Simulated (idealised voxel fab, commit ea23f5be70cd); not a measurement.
process module | voxel ribs on slabs
cross-section cut | 150 nm wide | cells 5 nm
A cross-section is a grid of square cells, given in bands from the top down. A band is one or more rows of cells.
Each band's line starts with the height of the band's top and of its bottom, in nm. Then come its materials from left to right, each with its width in nm. One material with "throughout" fills the band from edge to edge. "air" is empty space.
Height 0 is the level under which the wafer as received is all one material. The lowest band goes on downwards, as in "0 down".
A width such as "30 to 40" changes by the same amount from each row of cells to the next, from the band's top row to its bottom row.
"no change" after a step means that no cell of the cross-section changed.
closed voids: empty space of 8 cells or more with no open way to the top, each as width x height at its distance from the left edge, in nm
after a step's settings: what the simulator itself notes on the step
overlay nm, on a step with a mask: how far to the right of its planned place the mask lay; to the left if negative
plan
1 op RECEIVE | material Si
2 op DIRECTIONAL_DEP | material SiO2 | thk nm 25
3 op DIRECTIONAL_DEP | material polySi | thk nm 15
4 op DIRECTIONAL_DEP | material aC | thk nm 15
5 op PATTERN | tone cover | mask id RIB | material resist | width nm 20 | thk nm 30 | overlay nm 0
6 op DIRECTIONAL_ETCH | etch materials aC | depth nm 15
7 op STRIP | etch materials resist
8 op DIRECTIONAL_ETCH | etch materials polySi | depth nm 5
9 op STRIP | etch materials aC
10 op MASKED_ETCH | tone cover | mask id SLAB | width nm 70 | etch materials polySi | depth nm 10 | overlay nm 0
11 op FILL_DEP | material SiO2 | thk nm 30
12 op CMP | height nm 60
13 op DIRECTIONAL_DEP | material TiN | thk nm 10
14 op PATTERN | tone cover | mask id HEATER | material resist | width nm 30 | thk nm 15 | overlay nm 0
15 op DIRECTIONAL_ETCH | etch materials TiN | depth nm 10
16 op STRIP | etch materials resist
17 op CONFORMAL_DEP | material SiO2 | thk nm 10
as received, after step 1
  0 down: Si throughout
  closed voids: none
a wafer at the end: this start, this plan, one mistake
  80 to 70: air 50 | SiO2 50 | air 50
  70 to 60: SiO2 60 | TiN 30 | SiO2 60
  60 to 50: SiO2 40 | polySi 70 | SiO2 40
  50 to 0: SiO2 throughout
  0 down: Si throughout
  closed voids: none
what went wrong: step 2 was run twice
